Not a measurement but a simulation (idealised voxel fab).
process module | voxel transistor to metal
cross-section cut | 180 nm wide | cells 5 nm
A cross-section is a grid of square cells, given in bands from the top down. A band is one or more rows of cells.
Each band's line starts with the height of the band's top and of its bottom, in nm. Then come its materials from left to right, each with its width in nm. One material with "throughout" fills the band from edge to edge. "air" is empty space.
Height 0 is the level under which the wafer as received is all one material. The lowest band goes on downwards, as in "0 down".
A width such as "30 to 40" changes by the same amount from each row of cells to the next, from the band's top row to its bottom row.
"no change" after a step means that no cell of the cross-section changed.
closed voids: empty space of 8 cells or more with no open way to the top, each as width x height at its distance from the left edge, in nm
after a step's settings: what the simulator itself notes on the step
overlay nm, on a step with a mask: how far to the right of its planned place the mask lay; to the left if negative
plan
1 op RECEIVE | material Si
2 op CONFORMAL_DEP | material SiO2 | thk nm 5
3 op CONFORMAL_DEP | material SiN | thk nm 10
4 op MASKED_ETCH | tone cover | mask id ACTIVE | width nm 95 | etch materials SiN | depth nm 10 | overlay nm 0
5 op MASKED_ETCH | tone cover | mask id ACTIVE | width nm 95 | etch materials SiO2 | depth nm 5 | overlay nm 0
6 op MASKED_ETCH | tone cover | mask id ACTIVE | width nm 95 | etch materials Si | depth nm 35 | overlay nm 0
7 op OXIDIZE | depth nm 5
8 op FILL_DEP | material SiO2 | thk nm 10
9 op CMP | height nm 15
10 op SELECTIVE_ETCH | etch materials SiO2 | depth nm 10
11 op STRIP | etch materials SiN
12 op SELECTIVE_ETCH | etch materials SiO2 | depth nm 5
13 op OXIDIZE | depth nm 5
14 op DIRECTIONAL_DEP | material polySi | thk nm 30
15 op DIRECTIONAL_DEP | material SiCN | thk nm 15
16 op PATTERN | tone cover | mask id GATE | material resist | width nm 25 | thk nm 15 | overlay nm 0
17 op DIRECTIONAL_ETCH | etch materials SiCN | depth nm 25
18 op DIRECTIONAL_ETCH | etch materials polySi | depth nm 40
19 op STRIP | etch materials resist
20 op CONFORMAL_DEP | material SiN | thk nm 5
21 op DIRECTIONAL_ETCH | etch materials SiN | depth nm 5
22 op DIRECTIONAL_ETCH | etch materials SiO2 | depth nm 5
23 op EPI | material SiGe | thk nm 5
24 op FILL_DEP | material SiO2 | thk nm 5
25 op CMP | height nm 30
26 op STRIP | etch materials polySi
27 op SELECTIVE_ETCH | etch materials SiO2 | depth nm 5
28 op CONFORMAL_DEP | material HfO2 | thk nm 5
29 op CONFORMAL_DEP | material TiN | thk nm 5
30 op FILL_DEP | material W | thk nm 10
31 op CMP | height nm 25
32 op DIRECTIONAL_DEP | material SiO2 | thk nm 15
33 op PATTERN | tone open | mask id CONTACT | material resist | width nm 15 | pitch nm 70 | thk nm 15 | overlay nm 0
34 op DIRECTIONAL_ETCH | etch materials SiO2 | depth nm 40
35 op STRIP | etch materials resist
36 op CONFORMAL_DEP | material TiN | thk nm 5
37 op FILL_DEP | material Ru | thk nm 10
38 op CMP | height nm 40
39 op CONFORMAL_DEP | material SiN | thk nm 5
40 op DIRECTIONAL_DEP | material SiO2 | thk nm 25
41 op PATTERN | tone open | mask id METAL_1 | material resist | width nm 15 | pitch nm 70 | thk nm 15 | overlay nm 0
42 op DIRECTIONAL_ETCH | etch materials SiO2 | depth nm 25
43 op DIRECTIONAL_ETCH | etch materials SiN | depth nm 5
44 op STRIP | etch materials resist
45 op CONFORMAL_DEP | material TiN | thk nm 5
46 op FILL_DEP | material Cu | thk nm 10
47 op CMP | height nm 70
48 op CONFORMAL_DEP | material SiCN | thk nm 5
49 op DIRECTIONAL_DEP | material SiO2 | thk nm 30
50 op DIRECTIONAL_DEP | material aC | thk nm 10
51 op PATTERN | tone open | mask id METAL_2 | material resist | width nm 15 | pitch nm 70 | thk nm 25 | overlay nm 0
52 op DIRECTIONAL_ETCH | etch materials aC | depth nm 10
53 op STRIP | etch materials resist
54 op DIRECTIONAL_ETCH | etch materials SiO2 | depth nm 15
55 op STRIP | etch materials aC
56 op DIRECTIONAL_DEP | material aC | thk nm 15
57 op PATTERN | tone open | mask id METAL_2_HOLES | material resist | width nm 15 | pitch nm 70 | thk nm 30 | overlay nm 0
58 op DIRECTIONAL_ETCH | etch materials aC | depth nm 15
59 op STRIP | etch materials resist
60 op DIRECTIONAL_ETCH | etch materials SiO2 | depth nm 15
61 op DIRECTIONAL_ETCH | etch materials SiCN | depth nm 5
62 op STRIP | etch materials aC
63 op CONFORMAL_DEP | material TiN | thk nm 5
64 op FILL_DEP | material Cu | thk nm 10
65 op CMP | height nm 105
66 op CONFORMAL_DEP | material SiCN | thk nm 5
first wafer, as planned
as received, after step 1
  0 down: Si throughout
  closed voids: none
after step 2
  5 to 0: SiO2 throughout
  below 0: unchanged
after step 3
  15 to 5: SiN throughout
  below 5: unchanged
after step 4
  15 to 5: air 40 | SiN 95 | air 45
  below 5: unchanged
after step 5
  15 to 5: air 40 | SiN 95 | air 45
  5 to 0: air 40 | SiO2 95 | air 45
  below 0: unchanged
after step 6
  15 to 5: air 40 | SiN 95 | air 45
  5 to 0: air 40 | SiO2 95 | air 45
  0 to -35: air 40 | Si 95 | air 45
  below -35: unchanged
after step 7
  15 to 5: air 40 | SiN 95 | air 45
  5 to 0: air 40 | SiO2 95 | air 45
  0 to -35: air 40 | SiO2 5 | Si 85 | SiO2 5 | air 45
  -35 to -40: SiO2 45 | Si 85 | SiO2 50
  below -40: unchanged
after step 8
  25 to 15: SiO2 throughout
  15 to 5: SiO2 40 | SiN 95 | SiO2 45
  5 to 0: SiO2 throughout
  0 to -40: SiO2 45 | Si 85 | SiO2 50
  below -40: unchanged
after step 9
  15 to 5: SiO2 40 | SiN 95 | SiO2 45
  below 5: unchanged
after step 10
  15 to 5: air 40 | SiN 95 | air 45
  below 5: unchanged
after step 11
  5 to 0: SiO2 throughout
  below 0: unchanged
after step 12
  0 to -40: SiO2 45 | Si 85 | SiO2 50
  below -40: unchanged
after step 13
  0 to -5: SiO2 throughout
  below -5: unchanged
after step 14
  30 to 0: polySi throughout
  below 0: unchanged
after step 15
  45 to 30: SiCN throughout
  below 30: unchanged
after step 16
  60 to 45: air 75 | resist 25 | air 80
  below 45: unchanged
after step 17
  60 to 45: air 75 | resist 25 | air 80
  45 to 30: air 75 | SiCN 25 | air 80
  below 30: unchanged
after step 18
  60 to 45: air 75 | resist 25 | air 80
  45 to 30: air 75 | SiCN 25 | air 80
  30 to 0: air 75 | polySi 25 | air 80
  below 0: unchanged
after step 19
  45 to 30: air 75 | SiCN 25 | air 80
  below 30: unchanged
after step 20
  50 to 45: air 70 | SiN 35 | air 75
  45 to 30: air 70 | SiN 5 | SiCN 25 | SiN 5 | air 75
  30 to 5: air 70 | SiN 5 | polySi 25 | SiN 5 | air 75
  5 to 0: SiN 75 | polySi 25 | SiN 80
  below 0: unchanged
after step 21
  45 to 30: air 70 | SiN 5 | SiCN 25 | SiN 5 | air 75
  30 to 0: air 70 | SiN 5 | polySi 25 | SiN 5 | air 75
  below 0: unchanged
after step 22
  45 to 30: air 70 | SiN 5 | SiCN 25 | SiN 5 | air 75
  30 to 0: air 70 | SiN 5 | polySi 25 | SiN 5 | air 75
  0 to -5: air 70 | SiO2 35 | air 75
  below -5: unchanged
after step 23
  45 to 30: air 70 | SiN 5 | SiCN 25 | SiN 5 | air 75
  30 to 0: air 70 | SiN 5 | polySi 25 | SiN 5 | air 75
  0 to -5: air 40 | SiGe 30 | SiO2 35 | SiGe 30 | air 45
  below -5: unchanged
after step 24
  50 to 45: SiO2 throughout
  45 to 30: SiO2 70 | SiN 5 | SiCN 25 | SiN 5 | SiO2 75
  30 to 0: SiO2 70 | SiN 5 | polySi 25 | SiN 5 | SiO2 75
  0 to -5: SiO2 40 | SiGe 30 | SiO2 35 | SiGe 30 | SiO2 45
  below -5: unchanged
after step 25
  30 to 0: SiO2 70 | SiN 5 | polySi 25 | SiN 5 | SiO2 75
  below 0: unchanged
after step 26
  30 to 0: SiO2 70 | SiN 5 | air 25 | SiN 5 | SiO2 75
  below 0: unchanged
after step 27
  30 to 25: air 70 | SiN 5 | air 25 | SiN 5 | air 75
  25 to 0: SiO2 70 | SiN 5 | air 25 | SiN 5 | SiO2 75
  0 to -5: SiO2 40 | SiGe 30 | air 35 | SiGe 30 | SiO2 45
  below -5: unchanged
after step 28
  35 to 30: air 65 | HfO2 15 | air 15 | HfO2 15 | air 70
  30 to 25: HfO2 70 | SiN 5 | HfO2 5 | air 15 | HfO2 5 | SiN 5 | HfO2 75
  25 to 0: SiO2 70 | SiN 5 | HfO2 5 | air 15 | HfO2 5 | SiN 5 | SiO2 75
  0 to -5: SiO2 40 | SiGe 30 | HfO2 35 | SiGe 30 | SiO2 45
  below -5: unchanged
after step 29
  40 to 35: air 60 | TiN 25 | air 5 | TiN 25 | air 65
  35 to 30: TiN 65 | HfO2 15 | TiN 5 | air 5 | TiN 5 | HfO2 15 | TiN 70
  30 to 25: HfO2 70 | SiN 5 | HfO2 5 | TiN 5 | air 5 | TiN 5 | HfO2 5 | SiN 5 | HfO2 75
  25 to 5: SiO2 70 | SiN 5 | HfO2 5 | TiN 5 | air 5 | TiN 5 | HfO2 5 | SiN 5 | SiO2 75
  5 to 0: SiO2 70 | SiN 5 | HfO2 5 | TiN 15 | HfO2 5 | SiN 5 | SiO2 75
  below 0: unchanged
after step 30
  50 to 40: W throughout
  40 to 35: W 60 | TiN 25 | W 5 | TiN 25 | W 65
  35 to 30: TiN 65 | HfO2 15 | TiN 5 | W 5 | TiN 5 | HfO2 15 | TiN 70
  30 to 25: HfO2 70 | SiN 5 | HfO2 5 | TiN 5 | W 5 | TiN 5 | HfO2 5 | SiN 5 | HfO2 75
  25 to 5: SiO2 70 | SiN 5 | HfO2 5 | TiN 5 | W 5 | TiN 5 | HfO2 5 | SiN 5 | SiO2 75
  below 5: unchanged
after step 31
  25 to 5: SiO2 70 | SiN 5 | HfO2 5 | TiN 5 | W 5 | TiN 5 | HfO2 5 | SiN 5 | SiO2 75
  below 5: unchanged
after step 32
  40 to 25: SiO2 throughout
  below 25: unchanged
after step 33
  55 to 40: resist 45 | air 15 | resist 55 | air 15 | resist 50
  below 40: unchanged
after step 34
  55 to 40: resist 45 | air 15 | resist 55 | air 15 | resist 50
  40 to 25: SiO2 45 | air 15 | SiO2 55 | air 15 | SiO2 50
  25 to 5: SiO2 45 | air 15 | SiO2 10 | SiN 5 | HfO2 5 | TiN 5 | W 5 | TiN 5 | HfO2 5 | SiN 5 | SiO2 10 | air 15 | SiO2 50
  5 to 0: SiO2 45 | air 15 | SiO2 10 | SiN 5 | HfO2 5 | TiN 15 | HfO2 5 | SiN 5 | SiO2 10 | air 15 | SiO2 50
  below 0: unchanged
after step 35
  40 to 25: SiO2 45 | air 15 | SiO2 55 | air 15 | SiO2 50
  below 25: unchanged
after step 36
  45 to 40: TiN 50 | air 5 | TiN 65 | air 5 | TiN 55
  40 to 25: SiO2 45 | TiN 5 | air 5 | TiN 5 | SiO2 55 | TiN 5 | air 5 | TiN 5 | SiO2 50
  25 to 5: SiO2 45 | TiN 5 | air 5 | TiN 5 | SiO2 10 | SiN 5 | HfO2 5 | TiN 5 | W 5 | TiN 5 | HfO2 5 | SiN 5 | SiO2 10 | TiN 5 | air 5 | TiN 5 | SiO2 50
  5 to 0: SiO2 45 | TiN 15 | SiO2 10 | SiN 5 | HfO2 5 | TiN 15 | HfO2 5 | SiN 5 | SiO2 10 | TiN 15 | SiO2 50
  below 0: unchanged
after step 37
  55 to 45: Ru throughout
  45 to 40: TiN 50 | Ru 5 | TiN 65 | Ru 5 | TiN 55
  40 to 25: SiO2 45 | TiN 5 | Ru 5 | TiN 5 | SiO2 55 | TiN 5 | Ru 5 | TiN 5 | SiO2 50
  25 to 5: SiO2 45 | TiN 5 | Ru 5 | TiN 5 | SiO2 10 | SiN 5 | HfO2 5 | TiN 5 | W 5 | TiN 5 | HfO2 5 | SiN 5 | SiO2 10 | TiN 5 | Ru 5 | TiN 5 | SiO2 50
  below 5: unchanged
after step 38
  40 to 25: SiO2 45 | TiN 5 | Ru 5 | TiN 5 | SiO2 55 | TiN 5 | Ru 5 | TiN 5 | SiO2 50
  below 25: unchanged
after step 39
  45 to 40: SiN throughout
  below 40: unchanged
after step 40
  70 to 45: SiO2 throughout
  below 45: unchanged
after step 41
  85 to 70: resist 45 | air 15 | resist 55 | air 15 | resist 50
  below 70: unchanged
after step 42
  85 to 70: resist 45 | air 15 | resist 55 | air 15 | resist 50
  70 to 45: SiO2 45 | air 15 | SiO2 55 | air 15 | SiO2 50
  below 45: unchanged
after step 43
  85 to 70: resist 45 | air 15 | resist 55 | air 15 | resist 50
  70 to 45: SiO2 45 | air 15 | SiO2 55 | air 15 | SiO2 50
  45 to 40: SiN 45 | air 15 | SiN 55 | air 15 | SiN 50
  below 40: unchanged
after step 44
  70 to 45: SiO2 45 | air 15 | SiO2 55 | air 15 | SiO2 50
  below 45: unchanged
after step 45
  75 to 70: TiN 50 | air 5 | TiN 65 | air 5 | TiN 55
  70 to 45: SiO2 45 | TiN 5 | air 5 | TiN 5 | SiO2 55 | TiN 5 | air 5 | TiN 5 | SiO2 50
  45 to 40: SiN 45 | TiN 15 | SiN 55 | TiN 15 | SiN 50
  below 40: unchanged
after step 46
  85 to 75: Cu throughout
  75 to 70: TiN 50 | Cu 5 | TiN 65 | Cu 5 | TiN 55
  70 to 45: SiO2 45 | TiN 5 | Cu 5 | TiN 5 | SiO2 55 | TiN 5 | Cu 5 | TiN 5 | SiO2 50
  below 45: unchanged
after step 47
  70 to 45: SiO2 45 | TiN 5 | Cu 5 | TiN 5 | SiO2 55 | TiN 5 | Cu 5 | TiN 5 | SiO2 50
  below 45: unchanged
after step 48
  75 to 70: SiCN throughout
  below 70: unchanged
after step 49
  105 to 75: SiO2 throughout
  below 75: unchanged
after step 50
  115 to 105: aC throughout
  below 105: unchanged
after step 51
  140 to 115: resist 45 | air 15 | resist 55 | air 15 | resist 50
  below 115: unchanged
after step 52
  130 to 115: resist 45 | air 15 | resist 55 | air 15 | resist 50
  115 to 105: aC 45 | air 15 | aC 55 | air 15 | aC 50
  below 105: unchanged
after step 53
  115 to 105: aC 45 | air 15 | aC 55 | air 15 | aC 50
  below 105: unchanged
after step 54
  115 to 105: aC 45 | air 15 | aC 55 | air 15 | aC 50
  105 to 90: SiO2 45 | air 15 | SiO2 55 | air 15 | SiO2 50
  below 90: unchanged
after step 55
  105 to 90: SiO2 45 | air 15 | SiO2 55 | air 15 | SiO2 50
  below 90: unchanged
after step 56
  120 to 105: aC 45 | air 15 | aC 55 | air 15 | aC 50
  105 to 90: SiO2 45 | aC 15 | SiO2 55 | aC 15 | SiO2 50
  below 90: unchanged
after step 57
  150 to 120: resist 45 | air 15 | resist 55 | air 15 | resist 50
  below 120: unchanged
after step 58
  135 to 120: resist 45 | air 15 | resist 55 | air 15 | resist 50
  120 to 105: aC 45 | air 15 | aC 55 | air 15 | aC 50
  105 to 90: SiO2 45 | air 15 | SiO2 55 | air 15 | SiO2 50
  below 90: unchanged
after step 59
  120 to 105: aC 45 | air 15 | aC 55 | air 15 | aC 50
  below 105: unchanged
after step 60
  120 to 105: aC 45 | air 15 | aC 55 | air 15 | aC 50
  105 to 75: SiO2 45 | air 15 | SiO2 55 | air 15 | SiO2 50
  below 75: unchanged
after step 61
  120 to 105: aC 45 | air 15 | aC 55 | air 15 | aC 50
  105 to 75: SiO2 45 | air 15 | SiO2 55 | air 15 | SiO2 50
  75 to 70: SiCN 45 | air 15 | SiCN 55 | air 15 | SiCN 50
  below 70: unchanged
after step 62
  105 to 75: SiO2 45 | air 15 | SiO2 55 | air 15 | SiO2 50
  below 75: unchanged
after step 63
  110 to 105: TiN 50 | air 5 | TiN 65 | air 5 | TiN 55
  105 to 75: SiO2 45 | TiN 5 | air 5 | TiN 5 | SiO2 55 | TiN 5 | air 5 | TiN 5 | SiO2 50
  75 to 70: SiCN 45 | TiN 15 | SiCN 55 | TiN 15 | SiCN 50
  below 70: unchanged
after step 64
  120 to 110: Cu throughout
  110 to 105: TiN 50 | Cu 5 | TiN 65 | Cu 5 | TiN 55
  105 to 75: SiO2 45 | TiN 5 | Cu 5 | TiN 5 | SiO2 55 | TiN 5 | Cu 5 | TiN 5 | SiO2 50
  below 75: unchanged
after step 65
  105 to 75: SiO2 45 | TiN 5 | Cu 5 | TiN 5 | SiO2 55 | TiN 5 | Cu 5 | TiN 5 | SiO2 50
  below 75: unchanged
after step 66
  110 to 105: SiCN throughout
  below 105: unchanged
second wafer: like start, like plan, one mistake. Through step 15 it matches the first wafer
when step 16 should have ended
  60 to 45: air 70 | resist 35 | air 75
  below 45: unchanged
when step 17 should have ended
  60 to 45: air 70 | resist 35 | air 75
  45 to 30: air 70 | SiCN 35 | air 75
  below 30: unchanged
when step 18 should have ended
  60 to 45: air 70 | resist 35 | air 75
  45 to 30: air 70 | SiCN 35 | air 75
  30 to 0: air 70 | polySi 35 | air 75
  below 0: unchanged
when step 19 should have ended
  45 to 30: air 70 | SiCN 35 | air 75
  below 30: unchanged
when step 20 should have ended
  50 to 45: air 65 | SiN 45 | air 70
  45 to 30: air 65 | SiN 5 | SiCN 35 | SiN 5 | air 70
  30 to 5: air 65 | SiN 5 | polySi 35 | SiN 5 | air 70
  5 to 0: SiN 70 | polySi 35 | SiN 75
  below 0: unchanged
when step 21 should have ended
  45 to 30: air 65 | SiN 5 | SiCN 35 | SiN 5 | air 70
  30 to 0: air 65 | SiN 5 | polySi 35 | SiN 5 | air 70
  below 0: unchanged
when step 22 should have ended
  45 to 30: air 65 | SiN 5 | SiCN 35 | SiN 5 | air 70
  30 to 0: air 65 | SiN 5 | polySi 35 | SiN 5 | air 70
  0 to -5: air 65 | SiO2 45 | air 70
  below -5: unchanged
when step 23 should have ended
  45 to 30: air 65 | SiN 5 | SiCN 35 | SiN 5 | air 70
  30 to 0: air 65 | SiN 5 | polySi 35 | SiN 5 | air 70
  0 to -5: air 40 | SiGe 25 | SiO2 45 | SiGe 25 | air 45
  below -5: unchanged
when step 24 should have ended
  50 to 45: SiO2 throughout
  45 to 30: SiO2 65 | SiN 5 | SiCN 35 | SiN 5 | SiO2 70
  30 to 0: SiO2 65 | SiN 5 | polySi 35 | SiN 5 | SiO2 70
  0 to -5: SiO2 40 | SiGe 25 | SiO2 45 | SiGe 25 | SiO2 45
  below -5: unchanged
when step 25 should have ended
  30 to 0: SiO2 65 | SiN 5 | polySi 35 | SiN 5 | SiO2 70
  below 0: unchanged
when step 26 should have ended
  30 to 0: SiO2 65 | SiN 5 | air 35 | SiN 5 | SiO2 70
  below 0: unchanged
when step 27 should have ended
  30 to 25: air 65 | SiN 5 | air 35 | SiN 5 | air 70
  25 to 0: SiO2 65 | SiN 5 | air 35 | SiN 5 | SiO2 70
  0 to -5: SiO2 40 | SiGe 25 | air 45 | SiGe 25 | SiO2 45
  below -5: unchanged
when step 28 should have ended
  35 to 30: air 60 | HfO2 15 | air 25 | HfO2 15 | air 65
  30 to 25: HfO2 65 | SiN 5 | HfO2 5 | air 25 | HfO2 5 | SiN 5 | HfO2 70
  25 to 0: SiO2 65 | SiN 5 | HfO2 5 | air 25 | HfO2 5 | SiN 5 | SiO2 70
  0 to -5: SiO2 40 | SiGe 25 | HfO2 45 | SiGe 25 | SiO2 45
  below -5: unchanged
when step 29 should have ended
  40 to 35: air 55 | TiN 25 | air 15 | TiN 25 | air 60
  35 to 30: TiN 60 | HfO2 15 | TiN 5 | air 15 | TiN 5 | HfO2 15 | TiN 65
  30 to 25: HfO2 65 | SiN 5 | HfO2 5 | TiN 5 | air 15 | TiN 5 | HfO2 5 | SiN 5 | HfO2 70
  25 to 5: SiO2 65 | SiN 5 | HfO2 5 | TiN 5 | air 15 | TiN 5 | HfO2 5 | SiN 5 | SiO2 70
  5 to 0: SiO2 65 | SiN 5 | HfO2 5 | TiN 25 | HfO2 5 | SiN 5 | SiO2 70
  below 0: unchanged
when step 30 should have ended
  50 to 40: W throughout
  40 to 35: W 55 | TiN 25 | W 15 | TiN 25 | W 60
  35 to 30: TiN 60 | HfO2 15 | TiN 5 | W 15 | TiN 5 | HfO2 15 | TiN 65
  30 to 25: HfO2 65 | SiN 5 | HfO2 5 | TiN 5 | W 15 | TiN 5 | HfO2 5 | SiN 5 | HfO2 70
  25 to 5: SiO2 65 | SiN 5 | HfO2 5 | TiN 5 | W 15 | TiN 5 | HfO2 5 | SiN 5 | SiO2 70
  below 5: unchanged
when step 31 should have ended
  25 to 5: SiO2 65 | SiN 5 | HfO2 5 | TiN 5 | W 15 | TiN 5 | HfO2 5 | SiN 5 | SiO2 70
  below 5: unchanged
when step 32 should have ended
  40 to 25: SiO2 throughout
  below 25: unchanged
when step 33 should have ended
  55 to 40: resist 45 | air 15 | resist 55 | air 15 | resist 50
  below 40: unchanged
when step 34 should have ended
  55 to 40: resist 45 | air 15 | resist 55 | air 15 | resist 50
  40 to 25: SiO2 45 | air 15 | SiO2 55 | air 15 | SiO2 50
  25 to 5: SiO2 45 | air 15 | SiO2 5 | SiN 5 | HfO2 5 | TiN 5 | W 15 | TiN 5 | HfO2 5 | SiN 5 | SiO2 5 | air 15 | SiO2 50
  5 to 0: SiO2 45 | air 15 | SiO2 5 | SiN 5 | HfO2 5 | TiN 25 | HfO2 5 | SiN 5 | SiO2 5 | air 15 | SiO2 50
  below 0: unchanged
when step 35 should have ended
  40 to 25: SiO2 45 | air 15 | SiO2 55 | air 15 | SiO2 50
  below 25: unchanged
when step 36 should have ended
  45 to 40: TiN 50 | air 5 | TiN 65 | air 5 | TiN 55
  40 to 25: SiO2 45 | TiN 5 | air 5 | TiN 5 | SiO2 55 | TiN 5 | air 5 | TiN 5 | SiO2 50
  25 to 5: SiO2 45 | TiN 5 | air 5 | TiN 5 | SiO2 5 | SiN 5 | HfO2 5 | TiN 5 | W 15 | TiN 5 | HfO2 5 | SiN 5 | SiO2 5 | TiN 5 | air 5 | TiN 5 | SiO2 50
  5 to 0: SiO2 45 | TiN 15 | SiO2 5 | SiN 5 | HfO2 5 | TiN 25 | HfO2 5 | SiN 5 | SiO2 5 | TiN 15 | SiO2 50
  below 0: unchanged
when step 37 should have ended
  55 to 45: Ru throughout
  45 to 40: TiN 50 | Ru 5 | TiN 65 | Ru 5 | TiN 55
  40 to 25: SiO2 45 | TiN 5 | Ru 5 | TiN 5 | SiO2 55 | TiN 5 | Ru 5 | TiN 5 | SiO2 50
  25 to 5: SiO2 45 | TiN 5 | Ru 5 | TiN 5 | SiO2 5 | SiN 5 | HfO2 5 | TiN 5 | W 15 | TiN 5 | HfO2 5 | SiN 5 | SiO2 5 | TiN 5 | Ru 5 | TiN 5 | SiO2 50
  below 5: unchanged
when step 38 should have ended
  40 to 25: SiO2 45 | TiN 5 | Ru 5 | TiN 5 | SiO2 55 | TiN 5 | Ru 5 | TiN 5 | SiO2 50
  below 25: unchanged
when step 39 should have ended
  45 to 40: SiN throughout
  below 40: unchanged
when step 40 should have ended
  70 to 45: SiO2 throughout
  below 45: unchanged
when step 41 should have ended
  85 to 70: resist 45 | air 15 | resist 55 | air 15 | resist 50
  below 70: unchanged
when step 42 should have ended
  85 to 70: resist 45 | air 15 | resist 55 | air 15 | resist 50
  70 to 45: SiO2 45 | air 15 | SiO2 55 | air 15 | SiO2 50
  below 45: unchanged
when step 43 should have ended
  85 to 70: resist 45 | air 15 | resist 55 | air 15 | resist 50
  70 to 45: SiO2 45 | air 15 | SiO2 55 | air 15 | SiO2 50
  45 to 40: SiN 45 | air 15 | SiN 55 | air 15 | SiN 50
  below 40: unchanged
when step 44 should have ended
  70 to 45: SiO2 45 | air 15 | SiO2 55 | air 15 | SiO2 50
  below 45: unchanged
when step 45 should have ended
  75 to 70: TiN 50 | air 5 | TiN 65 | air 5 | TiN 55
  70 to 45: SiO2 45 | TiN 5 | air 5 | TiN 5 | SiO2 55 | TiN 5 | air 5 | TiN 5 | SiO2 50
  45 to 40: SiN 45 | TiN 15 | SiN 55 | TiN 15 | SiN 50
  below 40: unchanged
when step 46 should have ended
  85 to 75: Cu throughout
  75 to 70: TiN 50 | Cu 5 | TiN 65 | Cu 5 | TiN 55
  70 to 45: SiO2 45 | TiN 5 | Cu 5 | TiN 5 | SiO2 55 | TiN 5 | Cu 5 | TiN 5 | SiO2 50
  below 45: unchanged
when step 47 should have ended
  70 to 45: SiO2 45 | TiN 5 | Cu 5 | TiN 5 | SiO2 55 | TiN 5 | Cu 5 | TiN 5 | SiO2 50
  below 45: unchanged
when step 48 should have ended
  75 to 70: SiCN throughout
  below 70: unchanged
when step 49 should have ended
  105 to 75: SiO2 throughout
  below 75: unchanged
when step 50 should have ended
  115 to 105: aC throughout
  below 105: unchanged
when step 51 should have ended
  140 to 115: resist 45 | air 15 | resist 55 | air 15 | resist 50
  below 115: unchanged
when step 52 should have ended
  130 to 115: resist 45 | air 15 | resist 55 | air 15 | resist 50
  115 to 105: aC 45 | air 15 | aC 55 | air 15 | aC 50
  below 105: unchanged
when step 53 should have ended
  115 to 105: aC 45 | air 15 | aC 55 | air 15 | aC 50
  below 105: unchanged
when step 54 should have ended
  115 to 105: aC 45 | air 15 | aC 55 | air 15 | aC 50
  105 to 90: SiO2 45 | air 15 | SiO2 55 | air 15 | SiO2 50
  below 90: unchanged
when step 55 should have ended
  105 to 90: SiO2 45 | air 15 | SiO2 55 | air 15 | SiO2 50
  below 90: unchanged
when step 56 should have ended
  120 to 105: aC 45 | air 15 | aC 55 | air 15 | aC 50
  105 to 90: SiO2 45 | aC 15 | SiO2 55 | aC 15 | SiO2 50
  below 90: unchanged
when step 57 should have ended
  150 to 120: resist 45 | air 15 | resist 55 | air 15 | resist 50
  below 120: unchanged
when step 58 should have ended
  135 to 120: resist 45 | air 15 | resist 55 | air 15 | resist 50
  120 to 105: aC 45 | air 15 | aC 55 | air 15 | aC 50
  105 to 90: SiO2 45 | air 15 | SiO2 55 | air 15 | SiO2 50
  below 90: unchanged
when step 59 should have ended
  120 to 105: aC 45 | air 15 | aC 55 | air 15 | aC 50
  below 105: unchanged
when step 60 should have ended
  120 to 105: aC 45 | air 15 | aC 55 | air 15 | aC 50
  105 to 75: SiO2 45 | air 15 | SiO2 55 | air 15 | SiO2 50
  below 75: unchanged
when step 61 should have ended
  120 to 105: aC 45 | air 15 | aC 55 | air 15 | aC 50
  105 to 75: SiO2 45 | air 15 | SiO2 55 | air 15 | SiO2 50
  75 to 70: SiCN 45 | air 15 | SiCN 55 | air 15 | SiCN 50
  below 70: unchanged
when step 62 should have ended
  105 to 75: SiO2 45 | air 15 | SiO2 55 | air 15 | SiO2 50
  below 75: unchanged
when step 63 should have ended
  110 to 105: TiN 50 | air 5 | TiN 65 | air 5 | TiN 55
  105 to 75: SiO2 45 | TiN 5 | air 5 | TiN 5 | SiO2 55 | TiN 5 | air 5 | TiN 5 | SiO2 50
  75 to 70: SiCN 45 | TiN 15 | SiCN 55 | TiN 15 | SiCN 50
  below 70: unchanged
when step 64 should have ended
  120 to 110: Cu throughout
  110 to 105: TiN 50 | Cu 5 | TiN 65 | Cu 5 | TiN 55
  105 to 75: SiO2 45 | TiN 5 | Cu 5 | TiN 5 | SiO2 55 | TiN 5 | Cu 5 | TiN 5 | SiO2 50
  below 75: unchanged
when step 65 should have ended
  105 to 75: SiO2 45 | TiN 5 | Cu 5 | TiN 5 | SiO2 55 | TiN 5 | Cu 5 | TiN 5 | SiO2 50
  below 75: unchanged
when step 66 should have ended
  110 to 105: SiCN throughout
  below 105: unchanged
what went wrong: step 16 ran as: op PATTERN | tone cover | mask id GATE | material resist | width nm 35 | thk nm 15 | overlay nm 0
at the end the second wafer has, in cells: 2 more of HfO2 | 2 fewer of SiGe | 10 fewer of SiO2 | 2 more of TiN | 8 more of W
